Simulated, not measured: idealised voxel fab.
Documented hereafter: the process module known as voxel air gaps.
Cross-section cut: width 205 nm, square cells of 5 nm.
Cross-sections here: square-cell grids, written as top-down lists of bands, a band being one or more rows of cells.
Basically the band line says how high the top is and how high the bottom is, in nm, and then what's in it from left to right, every material with its width in nm. Empty space shows up as "empty", and if a single material carries "all across" it runs the full band edge to edge.
Measure heights from 0. That's the level where, below it, the as-received wafer is all one material. The lowest band is bottomless and extends downward; write it as in "0 -> down".
The two numbers in a width such as "30->40" mark its ends across the band: the first belongs to the top row of cells, the second to the bottom row, and from each row to the next the width moves by the same amount.
Take "no change occurred" at face value: in the step it is given for, the cross-section changed in none of its cells.
Any empty space of 8 cells or more lacking an open way to the top shows up in "Closed void inventory" as width x height at distance, distance from the left edge, in nm.
If you see something after the settings on a step's line, that's the simulator's own remark about that step.
overlay nm: right-of-plan distance of the mask on a masked step; negative values mean left-of-plan.
Below is the list of planned process steps
1) RECEIVE | material Si
2) CONFORMAL_DEP | material SiO2 | thk nm 10
3) CONFORMAL_DEP | material SiCN | thk nm 5
4) DIRECTIONAL_DEP | material SiO2 | thk nm 30
5) PATTERN | tone open | mask id LINES | material resist | width nm 15 | pitch nm 45 | thk nm 20 | overlay nm 0
6) DIRECTIONAL_ETCH | etch materials SiO2 | depth nm 30
7) STRIP | etch materials resist
8) CONFORMAL_DEP | material TiN | thk nm 5
9) FILL_DEP | material Cu | thk nm 10
10) CMP | height nm 45
11) EPI | material Ru | thk nm 10
12) SELECTIVE_ETCH | etch materials SiO2 | depth nm 40
13) CONFORMAL_DEP | material SiCN | thk nm 5
Where the wafers of this document differ is in the width nm of step 5; they start out the same, and the plan states the value that applied to the first wafer.
Here's the first of the wafers in cross-section, just as we got it, i.e. after step 1
	0 -> down | Si all across
	Closed void inventory: none
Cross-section, first of several wafers, end of module, after last step 13
	60 -> 55 | empty (35)  SiCN (135)  empty (35)
	55 -> 45 | empty (35)  SiCN (5)  Ru (35)  SiCN (10)  Ru (35)  SiCN (10)  Ru (35)  SiCN (5)  empty (35)
	45 -> 40 | empty (35)  SiCN (15)  TiN (5)  Cu (5)  TiN (5)  SiCN (30)  TiN (5)  Cu (5)  TiN (5)  SiCN (30)  TiN (5)  Cu (5)  TiN (5)  SiCN (15)  empty (35)
	40 -> 20 | empty (45)  SiCN (5)  TiN (5)  Cu (5)  TiN (5)  SiCN (5)  empty (20)  SiCN (5)  TiN (5)  Cu (5)  TiN (5)  SiCN (5)  empty (20)  SiCN (5)  TiN (5)  Cu (5)  TiN (5)  SiCN (5)  empty (45)
	20 -> 15 | SiCN (50)  TiN (15)  SiCN (30)  TiN (15)  SiCN (30)  TiN (15)  SiCN (50)
	15 -> 10 | SiCN all across
	10 -> 0 | SiO2 all across
	0 -> down | Si all across
	Closed void inventory: 20 x 20 at 70; 20 x 20 at 115
Module end, final wafer: cross-section
	60 -> 55 | empty (25)  SiCN (150)  empty (30)
	55 -> 45 | empty (25)  SiCN (5)  Ru (140)  SiCN (5)  empty (30)
	45 -> 40 | empty (25)  SiCN (15)  TiN (5)  Cu (20)  TiN (5)  SiO2 (15)  TiN (5)  Cu (20)  TiN (5)  SiO2 (15)  TiN (5)  Cu (20)  TiN (5)  SiCN (15)  empty (30)
	40 -> 20 | empty (35)  SiCN (5)  TiN (5)  Cu (20)  TiN (5)  SiO2 (15)  TiN (5)  Cu (20)  TiN (5)  SiO2 (15)  TiN (5)  Cu (20)  TiN (5)  SiCN (5)  empty (40)
	20 -> 15 | SiCN (40)  TiN (30)  SiO2 (15)  TiN (30)  SiO2 (15)  TiN (30)  SiCN (45)
	15 -> 10 | SiCN all across
	10 -> 0 | SiO2 all across
	0 -> down | Si all across
	Closed void inventory: none
Below, a row for every wafer. Read it as the end-of-module picture: for each material the wafer shows its cells gained (+) or lost (-) since it was received, and then its closed voids
width nm 15; +15 Cu; +42 Ru; +154 SiCN; +82 SiO2; +39 TiN; Closed void inventory: 20 x 20 at 70; 20 x 20 at 115
width nm 20; +30 Cu; +48 Ru; +146 SiCN; +82 SiO2; +42 TiN; Closed void inventory: 15 x 20 at 70; 15 x 20 at 115
width nm 25; +45 Cu; +54 Ru; +106 SiCN; +130 SiO2; +45 TiN; Closed void inventory: none
width nm 30; +60 Cu; +56 Ru; +106 SiCN; +118 SiO2; +48 TiN; Closed void inventory: none
